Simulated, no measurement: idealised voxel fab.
Module name: voxel capacitor over wiring (process module)
The figure presents cross-section cut, which has a width of 180 nm and is divided into square cells with an edge length of 5 nm.
Heads up, the way a cross-section reads in here is a grid of square cells, handed over as bands from the top down, with every band being one or more rows of cells.
Per band: top height and bottom height in nm, followed by the left-to-right materials and their widths in nm; "full width" marks a single material spanning edge to edge, "empty" marks empty space.
Ref level 0: as-received wafer is one material below here. Bottom band extends down with no lower bound ("0 and below").
The expression "30 to 40" gives the width at the extremes of the band, the first number at its top row of cells and the second at its bottom row, with the width changing by equal amounts from each row to the next in between.
What does "all unchanged" mean for a step? It means no cell of the cross-section changed in that step.
This entry, "Closed void listing", enumerates those empty regions of no fewer than 8 cells that possess no open connection to the top. Each region is reported in the form width x height at distance, the distance being taken from the left edge, with all three quantities expressed in nm.
It should be noted that, on the line of a given step, the content following the step's settings is a remark produced by the simulator itself with respect to that step.
The setting "overlay nm" may be written on the line of a step. When the step uses a mask, the value reports how far to the right of the planned place the mask lay, and a negative value reports that it lay to the left.
Reading guide: pairs of cross-sections, before and after one process step; after view cut off at lowest changed band; step and settings listed under each pair. Pairs may stem from different runs of this module on the same starting wafer; continuity with the pair above only where the "Before the step" entry states it.
-- Before the step
> 95 down to 85 | empty 45  aC 65  empty 70
> 85 down to 75 | TiN full width
> 75 down to 70 | Al2O3 full width
> 70 down to 60 | TiN full width
> 60 down to 40 | lowk 45  TiN 5  Cu 5  TiN 5  lowk 120
> 40 down to 35 | SiCN 45  TiN 15  SiCN 120
> 35 down to 30 | Ru 45  SiCN 10  Ru 70  SiCN 10  Ru 45
> 30 down to 15 | W 35  TiN 5  lowk 20  TiN 5  W 50  TiN 5  lowk 20  TiN 5  W 35
> 15 down to 10 | TiN 40  SiN 20  TiN 60  SiN 20  TiN 40
> 10 down to 0 | SiO2 full width
> 0 and below | Si full width
> Closed void listing: none
-- Resultant Cross-Section
> 95 down to 85 | empty 45  aC 65  empty 70
> 85 down to 75 | empty 45  TiN 65  empty 70
> Everything under 75 stays put, no change at all.
> Closed void listing: none
Name the step between the before and after sections above: DIRECTIONAL_ETCH: etch materials TiN, depth nm 10
Before the step: as shown after the step in the preceding pair, directly above.
-- Resultant Cross-Section
> 95 down to 85 | empty 45  aC 65  empty 70
> 85 down to 75 | empty 45  TiN 65  empty 70
> 75 down to 70 | empty 45  Al2O3 65  empty 70
> Everything under 70 stays put, no change at all.
> Closed void listing: none
Name the step between the before and after sections above: DIRECTIONAL_ETCH: etch materials Al2O3, depth nm 5
Before the step: as shown after the step in the preceding pair, directly above.
-- Resultant Cross-Section
> 85 down to 75 | empty 45  TiN 65  empty 70
> Everything under 75 stays put, no change at all.
> Closed void listing: none
Name the step between the before and after sections above: STRIP: etch materials aC
Before the step: as shown after the step in the preceding pair, directly above.
-- Resultant Cross-Section
> 100 down to 85 | empty 45  aC 65  empty 70
> 85 down to 75 | aC 45  TiN 65  aC 70
> 75 down to 70 | aC 45  Al2O3 65  aC 70
> Everything under 70 stays put, no change at all.
> Closed void listing: none
Name the step between the before and after sections above: DIRECTIONAL_DEP: material aC, thk nm 15
Before the step: as shown after the step in the preceding pair, directly above.
-- Resultant Cross-Section
> 130 down to 100 | empty 40  resist 75  empty 65
> 100 down to 85 | empty 40  resist 5  aC 65  resist 5  empty 65
> Everything under 85 stays put, no change at all.
> Closed void listing: none
Name the step between the before and after sections above: PATTERN: tone cover, mask id LOWER_PLATE, material resist, width nm 75, thk nm 30, overlay nm 0
Before the step: as shown after the step in the preceding pair, directly above.
-- Resultant Cross-Section
> 115 down to 100 | empty 40  resist 75  empty 65
> 100 down to 85 | empty 40  resist 5  aC 65  resist 5  empty 65
> 85 down to 75 | empty 40  aC 5  TiN 65  aC 5  empty 65
> 75 down to 70 | empty 40  aC 5  Al2O3 65  aC 5  empty 65
> Everything under 70 stays put, no change at all.
> Closed void listing: none
Name the step between the before and after sections above: DIRECTIONAL_ETCH: etch materials aC, depth nm 15
Before the step: as shown after the step in the preceding pair, directly above.
-- Resultant Cross-Section
> 100 down to 85 | empty 45  aC 65  empty 70
> Everything under 85 stays put, no change at all.
> Closed void listing: none
Name the step between the before and after sections above: STRIP: etch materials resist
Before the step: as shown after the step in the preceding pair, directly above.
-- Resultant Cross-Section
> 100 down to 85 | empty 45  aC 65  empty 70
> 85 down to 75 | empty 40  aC 5  TiN 65  aC 5  empty 65
> 75 down to 70 | empty 40  aC 5  Al2O3 65  aC 5  empty 65
> 70 down to 60 | empty 40  TiN 75  empty 65
> Everything under 60 stays put, no change at all.
> Closed void listing: none
Name the step between the before and after sections above: DIRECTIONAL_ETCH: etch materials TiN, depth nm 10
Before the step: as shown after the step in the preceding pair, directly above.
-- Resultant Cross-Section
> 85 down to 75 | empty 45  TiN 65  empty 70
> 75 down to 70 | empty 45  Al2O3 65  empty 70
> Everything under 70 stays put, no change at all.
> Closed void listing: none
Name the step between the before and after sections above: STRIP: etch materials aC
Before the step: as shown after the step in the preceding pair, directly above.
-- Resultant Cross-Section
> 100 down to 85 | SiO2 full width
> 85 down to 75 | SiO2 45  TiN 65  SiO2 70
> 75 down to 70 | SiO2 45  Al2O3 65  SiO2 70
> 70 down to 60 | SiO2 40  TiN 75  SiO2 65
> Everything under 60 stays put, no change at all.
> Closed void listing: none
Name the step between the before and after sections above: FILL_DEP: material SiO2, thk nm 15
Before the step: as shown after the step in the preceding pair, directly above.
-- Resultant Cross-Section
> 95 down to 85 | SiO2 full width
> Everything under 85 stays put, no change at all.
> Closed void listing: none
Name the step between the before and after sections above: CMP: height nm 95
Before the step: as shown after the step in the preceding pair, directly above.
-- Resultant Cross-Section
> 95 down to 85 | SiO2 55  empty 15  SiO2 110
> Everything under 85 stays put, no change at all.
> Closed void listing: none
Name the step between the before and after sections above: MASKED_ETCH: tone open, mask id PLUG_2, width nm 15, etch materials SiO2, depth nm 10, overlay nm 0
Before the step: as shown after the step in the preceding pair, directly above.
-- Resultant Cross-Section
> 100 down to 95 | TiN 60  empty 5  TiN 115
> 95 down to 90 | SiO2 55  TiN 5  empty 5  TiN 5  SiO2 110
> 90 down to 85 | SiO2 55  TiN 15  SiO2 110
> Everything under 85 stays put, no change at all.
> Closed void listing: none
Name the step between the before and after sections above: CONFORMAL_DEP: material TiN, thk nm 5
Before the step: as shown after the step in the preceding pair, directly above.
-- Resultant Cross-Section
> 110 down to 100 | W full width
> 100 down to 95 | TiN 60  W 5  TiN 115
> 95 down to 90 | SiO2 55  TiN 5  W 5  TiN 5  SiO2 110
> Everything under 90 stays put, no change at all.
> Closed void listing: none
Name the step between the before and after sections above: FILL_DEP: material W, thk nm 10
Before the step: as shown after the step in the preceding pair, directly above.
-- Resultant Cross-Section
> 95 down to 90 | SiO2 55  TiN 5  W 5  TiN 5  SiO2 110
> Everything under 90 stays put, no change at all.
> Closed void listing: none
Name the step between the before and after sections above: CMP: height nm 95
Before the step: as shown after the step in the preceding pair, directly above.
-- Resultant Cross-Section
> 100 down to 95 | SiCN full width
> Everything under 95 stays put, no change at all.
> Closed void listing: none
Name the step between the before and after sections above: CONFORMAL_DEP: material SiCN, thk nm 5
